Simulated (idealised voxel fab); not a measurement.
The following process module bears the name voxel wiring stack.
FYI the section here is cut, 205 nm wide, cells are 5 nm squares.
Throughout this document, each cross-section is represented as a grid of square cells and is presented as a sequence of bands enumerated from the top downward, where a band comprises one or more rows of cells. Read a band's entry like this: the first values are the height of its top and the height of its bottom in nm, and what follows is the sequence of materials from left to right, each with its width in nm. Note that "blank" is empty space, and that a single material marked "full width" reaches across the band from edge to edge. Heads up on the height convention: 0 is the point under which the incoming wafer is all one material, and the lowest band has no bottom, it just keeps going down, like "0..down". Graded width ("30..40"): value in top row of band = first number; value in bottom row = second number; row-to-row change constant. No cell of the cross-section changed in a step that is given as "remained the same". In the "Internal closed voids" entry, you get each enclosed empty space of 8 cells or more, one with no open way to the top, written width x height at distance, distance from the left edge, in nm. On each step's line, the part that comes after the settings is the simulator's own comment on the step. overlay nm: step with mask; distance mask lay right of planned place; negative value = left of planned place. Below you will find pairs of cross-sections. In each, one shows the wafer before one process step and the other after it, with the after view ending at the lowest band that changed. Under each pair is the step separating them, along with its settings. Do not assume the pairs form a chain: they can come from different runs of this module on the same starting wafer, and a pair continues from the pair above it only when its "Pre-step cross-section" entry says so.

**Pre-step cross-section**
- 90..85: SiO2 full width
- 85..70: 65 SiO2  30 W  15 SiO2  30 W  65 SiO2
- 70..65: 65 SiO2  30 TiN  15 SiO2  30 TiN  65 SiO2
- 65..50: 65 lowk  15 Ru  30 lowk  15 Ru  80 lowk
- 50..45: 65 SiCN  15 Ru  30 SiCN  15 Ru  80 SiCN
- 45..40: 70 TiN  20 Ru  25 TiN  20 Ru  70 TiN
- 40..20: 65 SiO2  5 TiN  20 Ru  5 TiN  15 SiO2  5 TiN  20 Ru  5 TiN  65 SiO2
- 20..15: 65 SiO2  30 TiN  15 SiO2  30 TiN  65 SiO2
- 15..0: SiO2 full width
- 0..down: Si full width
- Internal closed voids: none

**Post-Step Geometry**
- 85..70: 65 SiO2  30 W  15 SiO2  30 W  65 SiO2
- Rest of section, below 70: as before.
- Internal closed voids: none
What process step lies between the two cross-sections above? op CMP | height nm 85

Pre-step cross-section: see preceding pair, after cross-section.

**Post-Step Geometry**
- 90..85: SiCN full width
- Rest of section, below 85: as before.
- Internal closed voids: none
What process step lies between the two cross-sections above? op CONFORMAL_DEP | material SiCN | thk nm 5

Pre-step cross-section: see preceding pair, after cross-section.

**Post-Step Geometry**
- 120..90: lowk full width
- Rest of section, below 90: as before.
- Internal closed voids: none
What process step lies between the two cross-sections above? op DIRECTIONAL_DEP | material lowk | thk nm 30

Pre-step cross-section: see preceding pair, after cross-section.

**Post-Step Geometry**
- 135..120: 65 resist  30 blank  15 resist  30 blank  65 resist
- Rest of section, below 120: as before.
- Internal closed voids: none
What process step lies between the two cross-sections above? op PATTERN | tone open | mask id METAL_3 | material resist | width nm 30 | pitch nm 45 | thk nm 15 | overlay nm 0

Pre-step cross-section: see preceding pair, after cross-section.

**Post-Step Geometry**
- 135..120: 65 resist  30 blank  15 resist  30 blank  65 resist
- 120..105: 65 lowk  30 blank  15 lowk  30 blank  65 lowk
- Rest of section, below 105: as before.
- Internal closed voids: none
What process step lies between the two cross-sections above? op DIRECTIONAL_ETCH | etch materials lowk | depth nm 15

Pre-step cross-section: see preceding pair, after cross-section.

**Post-Step Geometry**
- 120..105: 65 lowk  30 blank  15 lowk  30 blank  65 lowk
- Rest of section, below 105: as before.
- Internal closed voids: none
What process step lies between the two cross-sections above? op STRIP | etch materials resist

Pre-step cross-section: see preceding pair, after cross-section.

**Post-Step Geometry**
- 120..105: 65 lowk  30 blank  15 lowk  30 blank  65 lowk
- 105..90: 65 lowk  15 blank  125 lowk
- Rest of section, below 90: as before.
- Internal closed voids: none
What process step lies between the two cross-sections above? op MASKED_ETCH | tone open | mask id METAL_3_HOLES | width nm 15 | etch materials lowk | depth nm 15 | overlay nm 0

Pre-step cross-section: see preceding pair, after cross-section.

**Post-Step Geometry**
- 120..105: 65 lowk  30 blank  15 lowk  30 blank  65 lowk
- 105..90: 65 lowk  15 blank  125 lowk
- 90..85: 65 SiCN  15 blank  125 SiCN
- Rest of section, below 85: as before.
- Internal closed voids: none
What process step lies between the two cross-sections above? op MASKED_ETCH | tone open | mask id METAL_3_HOLES | width nm 15 | etch materials SiCN | depth nm 5 | overlay nm 0

Pre-step cross-section: see preceding pair, after cross-section.

**Post-Step Geometry**
- 125..120: 70 TiN  20 blank  25 TiN  20 blank  70 TiN
- 120..110: 65 lowk  5 TiN  20 blank  5 TiN  15 lowk  5 TiN  20 blank  5 TiN  65 lowk
- 110..105: 65 lowk  5 TiN  5 blank  20 TiN  15 lowk  30 TiN  65 lowk
- 105..90: 65 lowk  5 TiN  5 blank  5 TiN  125 lowk
- 90..85: 65 SiCN  15 TiN  125 SiCN
- Rest of section, below 85: as before.
- Internal closed voids: none
What process step lies between the two cross-sections above? op CONFORMAL_DEP | material TiN | thk nm 5

Pre-step cross-section: see preceding pair, after cross-section.

**Post-Step Geometry**
- 135..125: Cu full width
- 125..120: 70 TiN  20 Cu  25 TiN  20 Cu  70 TiN
- 120..110: 65 lowk  5 TiN  20 Cu  5 TiN  15 lowk  5 TiN  20 Cu  5 TiN  65 lowk
- 110..105: 65 lowk  5 TiN  5 Cu  20 TiN  15 lowk  30 TiN  65 lowk
- 105..90: 65 lowk  5 TiN  5 Cu  5 TiN  125 lowk
- Rest of section, below 90: as before.
- Internal closed voids: none
What process step lies between the two cross-sections above? op FILL_DEP | material Cu | thk nm 10

Pre-step cross-section: see preceding pair, after cross-section.

**Post-Step Geometry**
- 120..110: 65 lowk  5 TiN  20 Cu  5 TiN  15 lowk  5 TiN  20 Cu  5 TiN  65 lowk
- Rest of section, below 110: as before.
- Internal closed voids: none
What process step lies between the two cross-sections above? op CMP | height nm 120

Pre-step cross-section: see preceding pair, after cross-section.

**Post-Step Geometry**
- 125..120: SiCN full width
- Rest of section, below 120: as before.
- Internal closed voids: none
What process step lies between the two cross-sections above? op CONFORMAL_DEP | material SiCN | thk nm 5

Pre-step cross-section: see preceding pair, after cross-section.

**Post-Step Geometry**
- 155..125: lowk full width
- Rest of section, below 125: as before.
- Internal closed voids: none
What process step lies between the two cross-sections above? op DIRECTIONAL_DEP | material lowk | thk nm 30

Pre-step cross-section: see preceding pair, after cross-section.

**Post-Step Geometry**
- 165..155: aC full width
- Rest of section, below 155: as before.
- Internal closed voids: none
What process step lies between the two cross-sections above? op DIRECTIONAL_DEP | material aC | thk nm 10

Pre-step cross-section: see preceding pair, after cross-section.

**Post-Step Geometry**
- 195..165: 65 resist  30 blank  15 resist  30 blank  65 resist
- Rest of section, below 165: as before.
- Internal closed voids: none
What process step lies between the two cross-sections above? op PATTERN | tone open | mask id METAL_4 | material resist | width nm 30 | pitch nm 45 | thk nm 30 | overlay nm 0

Pre-step cross-section: see preceding pair, after cross-section.

**Post-Step Geometry**
- 185..165: 65 resist  30 blank  15 resist  30 blank  65 resist
- 165..155: 65 aC  30 blank  15 aC  30 blank  65 aC
- Rest of section, below 155: as before.
- Internal closed voids: none
What process step lies between the two cross-sections above? op DIRECTIONAL_ETCH | etch materials aC | depth nm 10

Pre-step cross-section: see preceding pair, after cross-section.

**Post-Step Geometry**
- 165..155: 65 aC  30 blank  15 aC  30 blank  65 aC
- Rest of section, below 155: as before.
- Internal closed voids: none
What process step lies between the two cross-sections above? op STRIP | etch materials resist

Pre-step cross-section: see preceding pair, after cross-section.

**Post-Step Geometry**
- 165..155: 65 aC  30 blank  15 aC  30 blank  65 aC
- 155..140: 65 lowk  30 blank  15 lowk  30 blank  65 lowk
- Rest of section, below 140: as before.
- Internal closed voids: none
What process step lies between the two cross-sections above? op DIRECTIONAL_ETCH | etch materials lowk | depth nm 15

Pre-step cross-section: see preceding pair, after cross-section.

**Post-Step Geometry**
- 155..140: 65 lowk  30 blank  15 lowk  30 blank  65 lowk
- Rest of section, below 140: as before.
- Internal closed voids: none
What process step lies between the two cross-sections above? op STRIP | etch materials aC

Pre-step cross-section: see preceding pair, after cross-section.

**Post-Step Geometry**
- 165..155: 65 aC  30 blank  15 aC  30 blank  65 aC
- 155..150: 65 lowk  30 blank  15 lowk  30 blank  65 lowk
- 150..140: 65 lowk  30 aC  15 lowk  30 aC  65 lowk
- Rest of section, below 140: as before.
- Internal closed voids: none
What process step lies between the two cross-sections above? op DIRECTIONAL_DEP | material aC | thk nm 10

Pre-step cross-section: see preceding pair, after cross-section.

**Post-Step Geometry**
- 195..165: 65 resist  15 blank  125 resist
- 165..155: 65 aC  15 blank  15 resist  15 aC  30 resist  65 aC
- 155..150: 65 lowk  15 blank  15 resist  15 lowk  30 resist  65 lowk
- Rest of section, below 150: as before.
- Internal closed voids: none
What process step lies between the two cross-sections above? op PATTERN | tone open | mask id METAL_4_HOLES | material resist | width nm 15 | thk nm 30 | overlay nm 0

Pre-step cross-section: see preceding pair, after cross-section.

**Post-Step Geometry**
- 185..165: 65 resist  15 blank  125 resist
- 165..155: 65 aC  15 blank  15 resist  15 aC  30 resist  65 aC
- 155..150: 65 lowk  15 blank  15 resist  15 lowk  30 resist  65 lowk
- 150..140: 65 lowk  15 blank  15 aC  15 lowk  30 aC  65 lowk
- Rest of section, below 140: as before.
- Internal closed voids: none
What process step lies between the two cross-sections above? op DIRECTIONAL_ETCH | etch materials aC | depth nm 10

Pre-step cross-section: see preceding pair, after cross-section.

**Post-Step Geometry**
- 165..155: 65 aC  30 blank  15 aC  30 blank  65 aC
- 155..150: 65 lowk  30 blank  15 lowk  30 blank  65 lowk
- Rest of section, below 150: as before.
- Internal closed voids: none
What process step lies between the two cross-sections above? op STRIP | etch materials resist

Pre-step cross-section: see preceding pair, after cross-section.

**Post-Step Geometry**
- 165..155: 65 aC  30 blank  15 aC  30 blank  65 aC
- 155..150: 65 lowk  30 blank  15 lowk  30 blank  65 lowk
- 150..140: 65 lowk  15 blank  15 aC  15 lowk  30 aC  65 lowk
- 140..125: 65 lowk  15 blank  125 lowk
- Rest of section, below 125: as before.
- Internal closed voids: none
What process step lies between the two cross-sections above? op DIRECTIONAL_ETCH | etch materials lowk | depth nm 15

Pre-step cross-section: see preceding pair, after cross-section.

**Post-Step Geometry**
- 165..155: 65 aC  30 blank  15 aC  30 blank  65 aC
- 155..150: 65 lowk  30 blank  15 lowk  30 blank  65 lowk
- 150..140: 65 lowk  15 blank  15 aC  15 lowk  30 aC  65 lowk
- 140..125: 65 lowk  15 blank  125 lowk
- 125..120: 65 SiCN  15 blank  125 SiCN
- Rest of section, below 120: as before.
- Internal closed voids: none
What process step lies between the two cross-sections above? op DIRECTIONAL_ETCH | etch materials SiCN | depth nm 5

Pre-step cross-section: see preceding pair, after cross-section.

**Post-Step Geometry**
- 155..140: 65 lowk  30 blank  15 lowk  30 blank  65 lowk
- Rest of section, below 140: as before.
- Internal closed voids: none
What process step lies between the two cross-sections above? op STRIP | etch materials aC

Pre-step cross-section: see preceding pair, after cross-section.

**Post-Step Geometry**
- 160..155: 70 TiN  20 blank  25 TiN  20 blank  70 TiN
- 155..145: 65 lowk  5 TiN  20 blank  5 TiN  15 lowk  5 TiN  20 blank  5 TiN  65 lowk
- 145..140: 65 lowk  5 TiN  5 blank  20 TiN  15 lowk  30 TiN  65 lowk
- 140..125: 65 lowk  5 TiN  5 blank  5 TiN  125 lowk
- 125..120: 65 SiCN  15 TiN  125 SiCN
- Rest of section, below 120: as before.
- Internal closed voids: none
What process step lies between the two cross-sections above? op CONFORMAL_DEP | material TiN | thk nm 5

Pre-step cross-section: see preceding pair, after cross-section.

**Post-Step Geometry**
- 170..160: Cu full width
- 160..155: 70 TiN  20 Cu  25 TiN  20 Cu  70 TiN
- 155..145: 65 lowk  5 TiN  20 Cu  5 TiN  15 lowk  5 TiN  20 Cu  5 TiN  65 lowk
- 145..140: 65 lowk  5 TiN  5 Cu  20 TiN  15 lowk  30 TiN  65 lowk
- 140..125: 65 lowk  5 TiN  5 Cu  5 TiN  125 lowk
- Rest of section, below 125: as before.
- Internal closed voids: none
What process step lies between the two cross-sections above? op FILL_DEP | material Cu | thk nm 10

Pre-step cross-section: see preceding pair, after cross-section.

**Post-Step Geometry**
- 155..145: 65 lowk  5 TiN  20 Cu  5 TiN  15 lowk  5 TiN  20 Cu  5 TiN  65 lowk
- Rest of section, below 145: as before.
- Internal closed voids: none
What process step lies between the two cross-sections above? op CMP | height nm 155

Pre-step cross-section: see preceding pair, after cross-section.

**Post-Step Geometry**
- 160..155: SiCN full width
- Rest of section, below 155: as before.
- Internal closed voids: none
What process step lies between the two cross-sections above? op CONFORMAL_DEP | material SiCN | thk nm 5

**Pre-step cross-section**
- 65..50: lowk full width
- 50..45: SiCN full width
- 45..20: 65 SiO2  5 TiN  20 Ru  5 TiN  15 SiO2  5 TiN  20 Ru  5 TiN  65 SiO2
- 20..15: 65 SiCN  30 TiN  15 SiCN  30 TiN  65 SiCN
- 15..0: SiO2 full width
- 0..down: Si full width
- Internal closed voids: none

**Post-Step Geometry**
- 80..50: lowk full width
- Rest of section, below 50: as before.
- Internal closed voids: none
What process step lies between the two cross-sections above? op DIRECTIONAL_DEP | material lowk | thk nm 15

Pre-step cross-section: see preceding pair, after cross-section.

**Post-Step Geometry**
- 90..80: aC full width
- Rest of section, below 80: as before.
- Internal closed voids: none
What process step lies between the two cross-sections above? op DIRECTIONAL_DEP | material aC | thk nm 10

Pre-step cross-section: see preceding pair, after cross-section.

**Post-Step Geometry**
- 115..90: 65 resist  15 blank  30 resist  15 blank  80 resist
- Rest of section, below 90: as before.
- Internal closed voids: none
What process step lies between the two cross-sections above? op PATTERN | tone open | mask id PLUG_1 | material resist | width nm 15 | pitch nm 45 | thk nm 25 | overlay nm 0

Pre-step cross-section: see preceding pair, after cross-section.

**Post-Step Geometry**
- 105..90: 65 resist  15 blank  30 resist  15 blank  80 resist
- 90..80: 65 aC  15 blank  30 aC  15 blank  80 aC
- Rest of section, below 80: as before.
- Internal closed voids: none
What process step lies between the two cross-sections above? op DIRECTIONAL_ETCH | etch materials aC | depth nm 10

Pre-step cross-section: see preceding pair, after cross-section.

**Post-Step Geometry**
- 90..80: 65 aC  15 blank  30 aC  15 blank  80 aC
- Rest of section, below 80: as before.
- Internal closed voids: none
What process step lies between the two cross-sections above? op STRIP | etch materials resist

Pre-step cross-section: see preceding pair, after cross-section.

**Post-Step Geometry**
- 90..80: 65 aC  15 blank  30 aC  15 blank  80 aC
- 80..65: 65 lowk  15 blank  30 lowk  15 blank  80 lowk
- Rest of section, below 65: as before.
- Internal closed voids: none
What process step lies between the two cross-sections above? op DIRECTIONAL_ETCH | etch materials lowk | depth nm 15

Pre-step cross-section: see preceding pair, after cross-section.

**Post-Step Geometry**
- 80..65: 65 lowk  15 blank  30 lowk  15 blank  80 lowk
- Rest of section, below 65: as before.
- Internal closed voids: none
What process step lies between the two cross-sections above? op STRIP | etch materials aC

Pre-step cross-section: see preceding pair, after cross-section.

**Post-Step Geometry**
- 85..80: 65 TiN  15 blank  30 TiN  15 blank  80 TiN
- 80..70: 65 lowk  15 blank  30 lowk  15 blank  80 lowk
- 70..65: 65 lowk  15 TiN  30 lowk  15 TiN  80 lowk
- Rest of section, below 65: as before.
- Internal closed voids: none
What process step lies between the two cross-sections above? op DIRECTIONAL_DEP | material TiN | thk nm 5

Pre-step cross-section: see preceding pair, after cross-section.

**Post-Step Geometry**
- 100..85: 65 W  15 blank  30 W  15 blank  80 W
- 85..80: 65 TiN  15 W  30 TiN  15 W  80 TiN
- 80..70: 65 lowk  15 W  30 lowk  15 W  80 lowk
- Rest of section, below 70: as before.
- Internal closed voids: none
What process step lies between the two cross-sections above? op DIRECTIONAL_DEP | material W | thk nm 15

Pre-step cross-section: see preceding pair, after cross-section.

**Post-Step Geometry**
- 115..100: 65 aC  15 blank  30 aC  15 blank  80 aC
- 100..85: 65 W  15 aC  30 W  15 aC  80 W
- Rest of section, below 85: as before.
- Internal closed voids: none
What process step lies between the two cross-sections above? op DIRECTIONAL_DEP | material aC | thk nm 15

Pre-step cross-section: see preceding pair, after cross-section.

**Post-Step Geometry**
- 145..115: 65 blank  30 resist  15 blank  30 resist  65 blank
- 115..100: 65 aC  15 resist  30 aC  15 resist  80 aC
- Rest of section, below 100: as before.
- Internal closed voids: none
What process step lies between the two cross-sections above? op PATTERN | tone cover | mask id METAL_2 | material resist | width nm 30 | pitch nm 45 | thk nm 30 | overlay nm 0

Pre-step cross-section: see preceding pair, after cross-section.

**Post-Step Geometry**
- 130..115: 65 blank  30 resist  15 blank  30 resist  65 blank
- 115..100: 65 blank  15 resist  15 aC  15 blank  15 resist  15 aC  65 blank
- Rest of section, below 100: as before.
- Internal closed voids: none
What process step lies between the two cross-sections above? op DIRECTIONAL_ETCH | etch materials aC | depth nm 15

Pre-step cross-section: see preceding pair, after cross-section.

**Post-Step Geometry**
- 115..100: 80 blank  15 aC  30 blank  15 aC  65 blank
- Rest of section, below 100: as before.
- Internal closed voids: none
What process step lies between the two cross-sections above? op STRIP | etch materials resist

Pre-step cross-section: see preceding pair, after cross-section.

**Post-Step Geometry**
- 115..100: 80 blank  15 aC  30 blank  15 aC  65 blank
- 100..85: 65 blank  15 aC  15 W  15 blank  15 aC  15 W  65 blank
- Rest of section, below 85: as before.
- Internal closed voids: none
What process step lies between the two cross-sections above? op DIRECTIONAL_ETCH | etch materials W | depth nm 15

Pre-step cross-section: see preceding pair, after cross-section.

**Post-Step Geometry**
- 115..100: 80 blank  15 aC  30 blank  15 aC  65 blank
- 100..85: 65 blank  15 aC  15 W  15 blank  15 aC  15 W  65 blank
- 85..80: 65 blank  15 W  15 TiN  15 blank  15 W  15 TiN  65 blank
- Rest of section, below 80: as before.
- Internal closed voids: none
What process step lies between the two cross-sections above? op DIRECTIONAL_ETCH | etch materials TiN | depth nm 5

Pre-step cross-section: see preceding pair, after cross-section.

**Post-Step Geometry**
- 100..85: 80 blank  15 W  30 blank  15 W  65 blank
- Rest of section, below 85: as before.
- Internal closed voids: none
What process step lies between the two cross-sections above? op STRIP | etch materials aC

Pre-step cross-section: see preceding pair, after cross-section.

**Post-Step Geometry**
- 105..100: SiO2 full width
- 100..85: 80 SiO2  15 W  30 SiO2  15 W  65 SiO2
- 85..80: 65 SiO2  15 W  15 TiN  15 SiO2  15 W  15 TiN  65 SiO2
- Rest of section, below 80: as before.
- Internal closed voids: none
What process step lies between the two cross-sections above? op FILL_DEP | material SiO2 | thk nm 5

Pre-step cross-section: see preceding pair, after cross-section.

**Post-Step Geometry**
- 85..80: 65 SiO2  15 W  15 TiN  15 SiO2  15 W  15 TiN  65 SiO2
- Rest of section, below 80: as before.
- Internal closed voids: none
What process step lies between the two cross-sections above? op CMP | height nm 85

Pre-step cross-section: see preceding pair, after cross-section.

**Post-Step Geometry**
- 90..85: SiCN full width
- Rest of section, below 85: as before.
- Internal closed voids: none
What process step lies between the two cross-sections above? op CONFORMAL_DEP | material SiCN | thk nm 5

Pre-step cross-section: see preceding pair, after cross-section.

**Post-Step Geometry**
- 120..90: lowk full width
- Rest of section, below 90: as before.
- Internal closed voids: none
What process step lies between the two cross-sections above? op DIRECTIONAL_DEP | material lowk | thk nm 30

Pre-step cross-section: see preceding pair, after cross-section.

**Post-Step Geometry**
- 135..120: 65 resist  30 blank  15 resist  30 blank  65 resist
- Rest of section, below 120: as before.
- Internal closed voids: none
What process step lies between the two cross-sections above? op PATTERN | tone open | mask id METAL_3 | material resist | width nm 30 | pitch nm 45 | thk nm 15 | overlay nm 0

Pre-step cross-section: see preceding pair, after cross-section.

**Post-Step Geometry**
- 135..120: 65 resist  30 blank  15 resist  30 blank  65 resist
- 120..105: 65 lowk  30 blank  15 lowk  30 blank  65 lowk
- Rest of section, below 105: as before.
- Internal closed voids: none
What process step lies between the two cross-sections above? op DIRECTIONAL_ETCH | etch materials lowk | depth nm 15

Pre-step cross-section: see preceding pair, after cross-section.

**Post-Step Geometry**
- 120..105: 65 lowk  30 blank  15 lowk  30 blank  65 lowk
- Rest of section, below 105: as before.
- Internal closed voids: none
What process step lies between the two cross-sections above? op STRIP | etch materials resist

Pre-step cross-section: see preceding pair, after cross-section.

**Post-Step Geometry**
- 120..105: 65 lowk  30 blank  15 lowk  30 blank  65 lowk
- 105..90: 65 lowk  15 blank  125 lowk
- Rest of section, below 90: as before.
- Internal closed voids: none
What process step lies between the two cross-sections above? op MASKED_ETCH | tone open | mask id METAL_3_HOLES | width nm 15 | etch materials lowk | depth nm 15 | overlay nm 0

Pre-step cross-section: see preceding pair, after cross-section.

**Post-Step Geometry**
- 120..105: 65 lowk  30 blank  15 lowk  30 blank  65 lowk
- 105..90: 65 lowk  15 blank  125 lowk
- 90..85: 65 SiCN  15 blank  125 SiCN
- Rest of section, below 85: as before.
- Internal closed voids: none
What process step lies between the two cross-sections above? op MASKED_ETCH | tone open | mask id METAL_3_HOLES | width nm 15 | etch materials SiCN | depth nm 5 | overlay nm 0

Pre-step cross-section: see preceding pair, after cross-section.

**Post-Step Geometry**
- 125..120: 70 TiN  20 blank  25 TiN  20 blank  70 TiN
- 120..110: 65 lowk  5 TiN  20 blank  5 TiN  15 lowk  5 TiN  20 blank  5 TiN  65 lowk
- 110..105: 65 lowk  5 TiN  5 blank  20 TiN  15 lowk  30 TiN  65 lowk
- 105..90: 65 lowk  5 TiN  5 blank  5 TiN  125 lowk
- 90..85: 65 SiCN  15 TiN  125 SiCN
- Rest of section, below 85: as before.
- Internal closed voids: none
What process step lies between the two cross-sections above? op CONFORMAL_DEP | material TiN | thk nm 5

Pre-step cross-section: see preceding pair, after cross-section.

**Post-Step Geometry**
- 135..125: Cu full width
- 125..120: 70 TiN  20 Cu  25 TiN  20 Cu  70 TiN
- 120..110: 65 lowk  5 TiN  20 Cu  5 TiN  15 lowk  5 TiN  20 Cu  5 TiN  65 lowk
- 110..105: 65 lowk  5 TiN  5 Cu  20 TiN  15 lowk  30 TiN  65 lowk
- 105..90: 65 lowk  5 TiN  5 Cu  5 TiN  125 lowk
- Rest of section, below 90: as before.
- Internal closed voids: none
What process step lies between the two cross-sections above? op FILL_DEP | material Cu | thk nm 10

Pre-step cross-section: see preceding pair, after cross-section.

**Post-Step Geometry**
- 120..110: 65 lowk  5 TiN  20 Cu  5 TiN  15 lowk  5 TiN  20 Cu  5 TiN  65 lowk
- Rest of section, below 110: as before.
- Internal closed voids: none
What process step lies between the two cross-sections above? op CMP | height nm 120

Pre-step cross-section: see preceding pair, after cross-section.

**Post-Step Geometry**
- 125..120: SiCN full width
- Rest of section, below 120: as before.
- Internal closed voids: none
What process step lies between the two cross-sections above? op CONFORMAL_DEP | material SiCN | thk nm 5

Pre-step cross-section: see preceding pair, after cross-section.

**Post-Step Geometry**
- 155..125: lowk full width
- Rest of section, below 125: as before.
- Internal closed voids: none
What process step lies between the two cross-sections above? op DIRECTIONAL_DEP | material lowk | thk nm 30

Pre-step cross-section: see preceding pair, after cross-section.

**Post-Step Geometry**
- 165..155: aC full width
- Rest of section, below 155: as before.
- Internal closed voids: none
What process step lies between the two cross-sections above? op DIRECTIONAL_DEP | material aC | thk nm 10

Pre-step cross-section: see preceding pair, after cross-section.

**Post-Step Geometry**
- 195..165: 65 resist  30 blank  15 resist  30 blank  65 resist
- Rest of section, below 165: as before.
- Internal closed voids: none
What process step lies between the two cross-sections above? op PATTERN | tone open | mask id METAL_4 | material resist | width nm 30 | pitch nm 45 | thk nm 30 | overlay nm 0

Pre-step cross-section: see preceding pair, after cross-section.

**Post-Step Geometry**
- 185..165: 65 resist  30 blank  15 resist  30 blank  65 resist
- 165..155: 65 aC  30 blank  15 aC  30 blank  65 aC
- Rest of section, below 155: as before.
- Internal closed voids: none
What process step lies between the two cross-sections above? op DIRECTIONAL_ETCH | etch materials aC | depth nm 10

Pre-step cross-section: see preceding pair, after cross-section.

**Post-Step Geometry**
- 165..155: 65 aC  30 blank  15 aC  30 blank  65 aC
- Rest of section, below 155: as before.
- Internal closed voids: none
What process step lies between the two cross-sections above? op STRIP | etch materials resist

Pre-step cross-section: see preceding pair, after cross-section.

**Post-Step Geometry**
- 165..155: 65 aC  30 blank  15 aC  30 blank  65 aC
- 155..140: 65 lowk  30 blank  15 lowk  30 blank  65 lowk
- Rest of section, below 140: as before.
- Internal closed voids: none
What process step lies between the two cross-sections above? op DIRECTIONAL_ETCH | etch materials lowk | depth nm 15

Pre-step cross-section: see preceding pair, after cross-section.

**Post-Step Geometry**
- 155..140: 65 lowk  30 blank  15 lowk  30 blank  65 lowk
- Rest of section, below 140: as before.
- Internal closed voids: none
What process step lies between the two cross-sections above? op STRIP | etch materials aC

Pre-step cross-section: see preceding pair, after cross-section.

**Post-Step Geometry**
- 165..155: 65 aC  30 blank  15 aC  30 blank  65 aC
- 155..150: 65 lowk  30 blank  15 lowk  30 blank  65 lowk
- 150..140: 65 lowk  30 aC  15 lowk  30 aC  65 lowk
- Rest of section, below 140: as before.
- Internal closed voids: none
What process step lies between the two cross-sections above? op DIRECTIONAL_DEP | material aC | thk nm 10

Pre-step cross-section: see preceding pair, after cross-section.

**Post-Step Geometry**
- 195..165: 65 resist  15 blank  125 resist
- 165..155: 65 aC  15 blank  15 resist  15 aC  30 resist  65 aC
- 155..150: 65 lowk  15 blank  15 resist  15 lowk  30 resist  65 lowk
- Rest of section, below 150: as before.
- Internal closed voids: none
What process step lies between the two cross-sections above? op PATTERN | tone open | mask id METAL_4_HOLES | material resist | width nm 15 | thk nm 30 | overlay nm 0

Pre-step cross-section: see preceding pair, after cross-section.

**Post-Step Geometry**
- 185..165: 65 resist  15 blank  125 resist
- 165..155: 65 aC  15 blank  15 resist  15 aC  30 resist  65 aC
- 155..150: 65 lowk  15 blank  15 resist  15 lowk  30 resist  65 lowk
- 150..140: 65 lowk  15 blank  15 aC  15 lowk  30 aC  65 lowk
- Rest of section, below 140: as before.
- Internal closed voids: none
What process step lies between the two cross-sections above? op DIRECTIONAL_ETCH | etch materials aC | depth nm 10

Pre-step cross-section: see preceding pair, after cross-section.

**Post-Step Geometry**
- 165..155: 65 aC  30 blank  15 aC  30 blank  65 aC
- 155..150: 65 lowk  30 blank  15 lowk  30 blank  65 lowk
- Rest of section, below 150: as before.
- Internal closed voids: none
What process step lies between the two cross-sections above? op STRIP | etch materials resist

Pre-step cross-section: see preceding pair, after cross-section.

**Post-Step Geometry**
- 165..155: 65 aC  30 blank  15 aC  30 blank  65 aC
- 155..150: 65 lowk  30 blank  15 lowk  30 blank  65 lowk
- 150..140: 65 lowk  15 blank  15 aC  15 lowk  30 aC  65 lowk
- 140..125: 65 lowk  15 blank  125 lowk
- Rest of section, below 125: as before.
- Internal closed voids: none
What process step lies between the two cross-sections above? op DIRECTIONAL_ETCH | etch materials lowk | depth nm 15

Pre-step cross-section: see preceding pair, after cross-section.

**Post-Step Geometry**
- 165..155: 65 aC  30 blank  15 aC  30 blank  65 aC
- 155..150: 65 lowk  30 blank  15 lowk  30 blank  65 lowk
- 150..140: 65 lowk  15 blank  15 aC  15 lowk  30 aC  65 lowk
- 140..125: 65 lowk  15 blank  125 lowk
- 125..120: 65 SiCN  15 blank  125 SiCN
- Rest of section, below 120: as before.
- Internal closed voids: none
What process step lies between the two cross-sections above? op DIRECTIONAL_ETCH | etch materials SiCN | depth nm 5

Pre-step cross-section: see preceding pair, after cross-section.

**Post-Step Geometry**
- 155..140: 65 lowk  30 blank  15 lowk  30 blank  65 lowk
- Rest of section, below 140: as before.
- Internal closed voids: none
What process step lies between the two cross-sections above? op STRIP | etch materials aC

Pre-step cross-section: see preceding pair, after cross-section.

**Post-Step Geometry**
- 160..155: 70 TiN  20 blank  25 TiN  20 blank  70 TiN
- 155..145: 65 lowk  5 TiN  20 blank  5 TiN  15 lowk  5 TiN  20 blank  5 TiN  65 lowk
- 145..140: 65 lowk  5 TiN  5 blank  20 TiN  15 lowk  30 TiN  65 lowk
- 140..125: 65 lowk  5 TiN  5 blank  5 TiN  125 lowk
- 125..120: 65 SiCN  15 TiN  125 SiCN
- Rest of section, below 120: as before.
- Internal closed voids: none
What process step lies between the two cross-sections above? op CONFORMAL_DEP | material TiN | thk nm 5

Pre-step cross-section: see preceding pair, after cross-section.

**Post-Step Geometry**
- 170..160: Cu full width
- 160..155: 70 TiN  20 Cu  25 TiN  20 Cu  70 TiN
- 155..145: 65 lowk  5 TiN  20 Cu  5 TiN  15 lowk  5 TiN  20 Cu  5 TiN  65 lowk
- 145..140: 65 lowk  5 TiN  5 Cu  20 TiN  15 lowk  30 TiN  65 lowk
- 140..125: 65 lowk  5 TiN  5 Cu  5 TiN  125 lowk
- Rest of section, below 125: as before.
- Internal closed voids: none
What process step lies between the two cross-sections above? op FILL_DEP | material Cu | thk nm 10

Pre-step cross-section: see preceding pair, after cross-section.

**Post-Step Geometry**
- 155..145: 65 lowk  5 TiN  20 Cu  5 TiN  15 lowk  5 TiN  20 Cu  5 TiN  65 lowk
- Rest of section, below 145: as before.
- Internal closed voids: none
What process step lies between the two cross-sections above? op CMP | height nm 155

Pre-step cross-section: see preceding pair, after cross-section.

**Post-Step Geometry**
- 160..155: SiCN full width
- Rest of section, below 155: as before.
- Internal closed voids: none
What process step lies between the two cross-sections above? op CONFORMAL_DEP | material SiCN | thk nm 5

**Pre-step cross-section**
- 0..down: Si full width
- Internal closed voids: none

**Post-Step Geometry**
- 5..0: SiCN full width
- Rest of section, below 0: as before.
- Internal closed voids: none
What process step lies between the two cross-sections above? op CONFORMAL_DEP | material SiCN | thk nm 5

Pre-step cross-section: see preceding pair, after cross-section.

**Post-Step Geometry**
- 20..5: SiO2 full width
- Rest of section, below 5: as before.
- Internal closed voids: none
What process step lies between the two cross-sections above? op CONFORMAL_DEP | material SiO2 | thk nm 15

Pre-step cross-section: see preceding pair, after cross-section.

**Post-Step Geometry**
- 45..5: SiO2 full width
- Rest of section, below 5: as before.
- Internal closed voids: none
What process step lies between the two cross-sections above? op DIRECTIONAL_DEP | material SiO2 | thk nm 25
